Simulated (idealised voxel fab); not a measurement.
Process module heading - voxel transistor to metal
FYI the section here is cut, 185 nm wide, cells are 5 nm squares.
Reading order for cross-sections: top band down to bottom band. Underlying form: a grid of square cells. Band size: one or more rows of cells.
The band entry comprises the height of the band's top followed by the height of its bottom, expressed in nm, and subsequently the band's materials from left to right, each stated together with its width in nm. Where a single material is marked with the word "everywhere", that material fills the band from edge to edge. The word "empty" represents empty space.
Measure heights from 0. That's the level where, below it, the as-received wafer is all one material. The lowest band is bottomless and extends downward; write it as in "0 -> down".
The width entry "30 to 40" should be interpreted row by row: the top row of cells in the band takes the first number, the bottom row takes the second number, and the change between adjacent rows is uniform throughout.
Where a step carries "everything unchanged", the cross-section came out of it unchanged, cell for cell.
Look at "Enclosed void catalog" for the closed voids: empty spaces with no open path to the top, sized 8 cells or up. Each is width x height at distance, distance from the left edge, all nm.
Whatever follows a step's settings on its line is a remark the simulator itself makes about that step.
Among the settings permitted on a step's line is "overlay nm"; applied to a step with a mask, it specifies the extent to which the mask lay to the right of its planned position, whereas a negative figure signifies a position to the left.
Plan
- 1: RECEIVE, material Si
- 2: OXIDIZE, depth nm 5
- 3: CONFORMAL_DEP, material SiN, thk nm 10
- 4: PATTERN, tone cover, mask id ACTIVE, material resist, width nm 120, thk nm 15, overlay nm 0
- 5: DIRECTIONAL_ETCH, etch materials SiN, depth nm 10
- 6: DIRECTIONAL_ETCH, etch materials SiO2, depth nm 5
- 7: DIRECTIONAL_ETCH, etch materials Si, depth nm 25
- 8: STRIP, etch materials resist
- 9: OXIDIZE, depth nm 5
- 10: FILL_DEP, material SiO2, thk nm 15
- 11: CMP, height nm 10
- 12: SELECTIVE_ETCH, etch materials SiO2, depth nm 10
- 13: STRIP, etch materials SiN
- 14: SELECTIVE_ETCH, etch materials SiO2, depth nm 5
- 15: OXIDIZE, depth nm 5
- 16: DIRECTIONAL_DEP, material polySi, thk nm 25
- 17: DIRECTIONAL_DEP, material SiCN, thk nm 15
- 18: PATTERN, tone cover, mask id GATE, material resist, width nm 30, thk nm 15, overlay nm 0
- 19: DIRECTIONAL_ETCH, etch materials SiCN, depth nm 25
- 20: DIRECTIONAL_ETCH, etch materials polySi, depth nm 35
- 21: STRIP, etch materials resist
- 22: CONFORMAL_DEP, material SiO2, thk nm 5
- 23: DIRECTIONAL_ETCH, etch materials SiO2, depth nm 5
- 24: CONFORMAL_DEP, material SiN, thk nm 5
- 25: DIRECTIONAL_ETCH, etch materials SiN, depth nm 5
- 26: DIRECTIONAL_ETCH, etch materials SiO2, depth nm 5
- 27: DIRECTIONAL_ETCH, etch materials Si, depth nm 5
- 28: EPI, material nSi, thk nm 10
- 29: FILL_DEP, material SiO2, thk nm 10
- 30: CMP, height nm 20
- 31: STRIP, etch materials polySi
- 32: SELECTIVE_ETCH, etch materials SiO2, depth nm 5
- 33: CONFORMAL_DEP, material HfO2, thk nm 5
- 34: CONFORMAL_DEP, material TiN, thk nm 5
- 35: FILL_DEP, material W, thk nm 5
- 36: CMP, height nm 15
- 37: DIRECTIONAL_DEP, material SiO2, thk nm 10
- 38: DIRECTIONAL_DEP, material aC, thk nm 15
- 39: PATTERN, tone open, mask id CONTACT, material resist, width nm 20, pitch nm 90, thk nm 30, overlay nm 0
- 40: DIRECTIONAL_ETCH, etch materials aC, depth nm 15
- 41: STRIP, etch materials resist
- 42: DIRECTIONAL_ETCH, etch materials SiO2, depth nm 30
- 43: STRIP, etch materials aC
- 44: CONFORMAL_DEP, material TiN, thk nm 5
- 45: FILL_DEP, material Ru, thk nm 10
- 46: CMP, height nm 25
- 47: CONFORMAL_DEP, material SiN, thk nm 5
- 48: DIRECTIONAL_DEP, material lowk, thk nm 20
- 49: MASKED_ETCH, tone open, mask id METAL_1, width nm 20, pitch nm 90, etch materials lowk, depth nm 20, overlay nm 0
- 50: MASKED_ETCH, tone open, mask id METAL_1, width nm 20, pitch nm 90, etch materials SiN, depth nm 5, overlay nm 0
- 51: CONFORMAL_DEP, material TiN, thk nm 5
- 52: FILL_DEP, material W, thk nm 10
- 53: CMP, height nm 50
- 54: EPI, material Ru, thk nm 5
- 55: FILL_DEP, material SiCN, thk nm 5
- 56: DIRECTIONAL_DEP, material lowk, thk nm 30
- 57: PATTERN, tone open, mask id METAL_2_HOLES, material resist, width nm 15, pitch nm 90, thk nm 20, overlay nm 0
- 58: DIRECTIONAL_ETCH, etch materials lowk, depth nm 30
- 59: STRIP, etch materials resist
- 60: PATTERN, tone open, mask id METAL_2, material resist, width nm 20, pitch nm 90, thk nm 15, overlay nm 0
- 61: DIRECTIONAL_ETCH, etch materials lowk, depth nm 20
- 62: DIRECTIONAL_ETCH, etch materials SiCN, depth nm 5
- 63: STRIP, etch materials resist
- 64: CONFORMAL_DEP, material TiN, thk nm 5
- 65: FILL_DEP, material Cu, thk nm 10
- 66: CMP, height nm 90
- 67: CONFORMAL_DEP, material SiN, thk nm 5
Shown in cross-section is the wafer as received, that is, as it stands after step 1
- 0 -> down  Si everywhere
- Enclosed void catalog: none
Module complete - cross-section of the first of two wafers, run according to plan
- 95 -> 90  SiN everywhere
- 90 -> 75  lowk=35; TiN=5; Cu=10; TiN=5; lowk=70; TiN=5; Cu=10; TiN=5; lowk=40
- 75 -> 70  lowk=35; TiN=5; Cu=5; TiN=10; lowk=70; TiN=5; Cu=5; TiN=10; lowk=40
- 70 -> 60  lowk=35; TiN=5; Cu=5; TiN=5; lowk=75; TiN=5; Cu=5; TiN=5; lowk=45
- 60 -> 55  SiCN=35; TiN=15; SiCN=75; TiN=15; SiCN=45
- 55 -> 50  SiCN=30; Ru=30; SiCN=60; Ru=30; SiCN=35
- 50 -> 30  lowk=35; TiN=5; W=10; TiN=5; lowk=70; TiN=5; W=10; TiN=5; lowk=40
- 30 -> 25  SiN=35; TiN=20; SiN=70; TiN=20; SiN=40
- 25 -> 15  SiO2=35; TiN=5; Ru=10; TiN=5; SiO2=70; TiN=5; Ru=10; TiN=5; SiO2=40
- 15 -> 0  SiO2=35; TiN=5; Ru=10; TiN=5; SiO2=10; SiN=5; HfO2=5; TiN=5; W=20; TiN=5; HfO2=5; SiN=5; SiO2=10; TiN=5; Ru=10; TiN=5; SiO2=40
- 0 -> -5  SiO2=35; TiN=20; nSi=10; SiN=5; HfO2=5; TiN=30; HfO2=5; SiN=5; nSi=10; TiN=20; SiO2=40
- -5 -> -10  SiO2=30; nSi=35; SiO2=5; HfO2=40; SiO2=5; nSi=35; SiO2=35
- -10 -> -15  SiO2=35; nSi=30; Si=50; nSi=30; SiO2=40
- -15 -> -35  SiO2=35; Si=110; SiO2=40
- -35 -> down  Si everywhere
- Enclosed void catalog: none
Here's the second of our two wafers sectioned at module end. Same start as the first, same plan, but one mistake got made running it
- 95 -> 90  SiN everywhere
- 90 -> 75  lowk=30; TiN=5; Cu=10; TiN=5; lowk=70; TiN=5; Cu=10; TiN=5; lowk=45
- 75 -> 70  lowk=30; TiN=10; Cu=5; TiN=5; lowk=70; TiN=10; Cu=5; TiN=5; lowk=45
- 70 -> 60  lowk=35; TiN=5; Cu=5; TiN=5; lowk=75; TiN=5; Cu=5; TiN=5; lowk=45
- 60 -> 55  SiCN=35; TiN=15; SiCN=75; TiN=15; SiCN=45
- 55 -> 50  SiCN=30; Ru=30; SiCN=60; Ru=30; SiCN=35
- 50 -> 30  lowk=35; TiN=5; W=10; TiN=5; lowk=70; TiN=5; W=10; TiN=5; lowk=40
- 30 -> 25  SiN=35; TiN=20; SiN=70; TiN=20; SiN=40
- 25 -> 15  SiO2=35; TiN=5; Ru=10; TiN=5; SiO2=70; TiN=5; Ru=10; TiN=5; SiO2=40
- 15 -> 0  SiO2=35; TiN=5; Ru=10; TiN=5; SiO2=10; SiN=5; HfO2=5; TiN=5; W=20; TiN=5; HfO2=5; SiN=5; SiO2=10; TiN=5; Ru=10; TiN=5; SiO2=40
- 0 -> -5  SiO2=35; TiN=20; nSi=10; SiN=5; HfO2=5; TiN=30; HfO2=5; SiN=5; nSi=10; TiN=20; SiO2=40
- -5 -> -10  SiO2=30; nSi=35; SiO2=5; HfO2=40; SiO2=5; nSi=35; SiO2=35
- -10 -> -15  SiO2=35; nSi=30; Si=50; nSi=30; SiO2=40
- -15 -> -35  SiO2=35; Si=110; SiO2=40
- -35 -> down  Si everywhere
- Enclosed void catalog: none
Which mistake was made when the wafer was run? contrary to plan, step 60 was performed as PATTERN, tone open, mask id METAL_2, material resist, width nm 20, pitch nm 90, thk nm 15, overlay nm -5
At the end, each material covers as many cells on the second wafer as it does on the first, though the cells it covers are elsewhere.
